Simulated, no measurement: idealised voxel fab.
process module | voxel capacitor over wiring
cross-section cut | 180 nm wide | cells 5 nm
A cross-section is a grid of square cells, given in bands from the top down. A band is one or more rows of cells.
Each band's line starts with the height of the band's top and of its bottom, in nm. Then come its materials from left to right, each with its width in nm. One material with "throughout" fills the band from edge to edge. "air" is empty space.
Height 0 is the level under which the wafer as received is all one material. The lowest band goes on downwards, as in "0 down".
A width such as "30 to 40" changes by the same amount from each row of cells to the next, from the band's top row to its bottom row.
"no change" after a step means that no cell of the cross-section changed.
closed voids: empty space of 8 cells or more with no open way to the top, each as width x height at its distance from the left edge, in nm
after a step's settings: what the simulator itself notes on the step
overlay nm, on a step with a mask: how far to the right of its planned place the mask lay; to the left if negative
plan
1 op RECEIVE | material Si
2 op CONFORMAL_DEP | material SiO2 | thk nm 10
3 op DIRECTIONAL_DEP | material TiN | thk nm 5
4 op DIRECTIONAL_DEP | material Ru | thk nm 15
5 op PATTERN | tone cover | mask id METAL_1 | material resist | width nm 25 | pitch nm 85 | thk nm 20 | overlay nm 0
6 op DIRECTIONAL_ETCH | etch materials Ru | depth nm 15
7 op DIRECTIONAL_ETCH | etch materials TiN | depth nm 5
8 op STRIP | etch materials resist
9 op CONFORMAL_DEP | material SiCN | thk nm 5
10 op FILL_DEP | material SiO2 | thk nm 10
11 op CMP | height nm 30
12 op CONFORMAL_DEP | material SiCN | thk nm 5
13 op DIRECTIONAL_DEP | material SiO2 | thk nm 15
14 op DIRECTIONAL_DEP | material aC | thk nm 10
15 op PATTERN | tone open | mask id PLUG_1 | material resist | width nm 15 | thk nm 25 | overlay nm 0
16 op DIRECTIONAL_ETCH | etch materials aC | depth nm 10
17 op STRIP | etch materials resist
18 op DIRECTIONAL_ETCH | etch materials SiO2 | depth nm 15
19 op DIRECTIONAL_ETCH | etch materials SiCN | depth nm 5
20 op STRIP | etch materials aC
21 op EPI | material Ru | thk nm 10
22 op EPI | material Ru | thk nm 10
23 op DIRECTIONAL_DEP | material TiN | thk nm 10
24 op DIRECTIONAL_DEP | material SiN | thk nm 5
25 op DIRECTIONAL_DEP | material TiN | thk nm 5
26 op DIRECTIONAL_DEP | material aC | thk nm 15
27 op PATTERN | tone cover | mask id UPPER_PLATE | material resist | width nm 65 | thk nm 35 | overlay nm 0
28 op DIRECTIONAL_ETCH | etch materials aC | depth nm 15
29 op STRIP | etch materials resist
30 op DIRECTIONAL_ETCH | etch materials TiN | depth nm 5
31 op DIRECTIONAL_ETCH | etch materials SiN | depth nm 5
32 op STRIP | etch materials aC
33 op PATTERN | tone cover | mask id LOWER_PLATE | material resist | width nm 75 | thk nm 15 | overlay nm 0
34 op DIRECTIONAL_ETCH | etch materials TiN | depth nm 10
35 op STRIP | etch materials resist
36 op FILL_DEP | material SiO2 | thk nm 15
37 op CMP | height nm 80
38 op MASKED_ETCH | tone open | mask id PLUG_2 | width nm 15 | etch materials SiO2 | depth nm 10 | overlay nm 0
39 op CONFORMAL_DEP | material TiN | thk nm 5
40 op FILL_DEP | material Cu | thk nm 10
41 op CMP | height nm 80
42 op CONFORMAL_DEP | material SiN | thk nm 5
as received, after step 1
  0 down: Si throughout
  closed voids: none
first wafer at the end, as planned
  85 to 80: SiN throughout
  80 to 75: SiO2 55 | TiN 5 | Cu 5 | TiN 5 | SiO2 110
  75 to 65: SiO2 55 to 45 | TiN 15 to 65 | SiO2 110 to 70
  65 to 60: SiO2 45 | SiN 65 | SiO2 70
  60 to 50: SiO2 40 | TiN 75 | SiO2 65
  50 to 35: SiO2 45 | Ru 15 | SiO2 120
  35 to 30: SiCN 45 | Ru 15 | SiCN 120
  30 to 15: SiO2 30 | SiCN 5 | Ru 25 | SiCN 5 | SiO2 50 | SiCN 5 | Ru 25 | SiCN 5 | SiO2 30
  15 to 10: SiCN 35 | TiN 25 | SiCN 60 | TiN 25 | SiCN 35
  10 to 0: SiO2 throughout
  0 down: Si throughout
  closed voids: none
second wafer at the end: like start, like plan, one mistake
  95 to 90: SiN throughout
  90 to 85: Cu throughout
  85 to 80: TiN 60 | Cu 5 | TiN 115
  80 to 75: SiO2 55 | TiN 5 | Cu 5 | TiN 5 | SiO2 110
  75 to 65: SiO2 55 to 45 | TiN 15 to 65 | SiO2 110 to 70
  65 to 60: SiO2 45 | SiN 65 | SiO2 70
  60 to 50: SiO2 40 | TiN 75 | SiO2 65
  50 to 35: SiO2 45 | Ru 15 | SiO2 120
  35 to 30: SiCN 45 | Ru 15 | SiCN 120
  30 to 15: SiO2 30 | SiCN 5 | Ru 25 | SiCN 5 | SiO2 50 | SiCN 5 | Ru 25 | SiCN 5 | SiO2 30
  15 to 10: SiCN 35 | TiN 25 | SiCN 60 | TiN 25 | SiCN 35
  10 to 0: SiO2 throughout
  0 down: Si throughout
  closed voids: none
what went wrong: step 41 ran as: op CMP | height nm 90
at the end the second wafer has, in cells: 37 more of Cu | 35 more of TiN
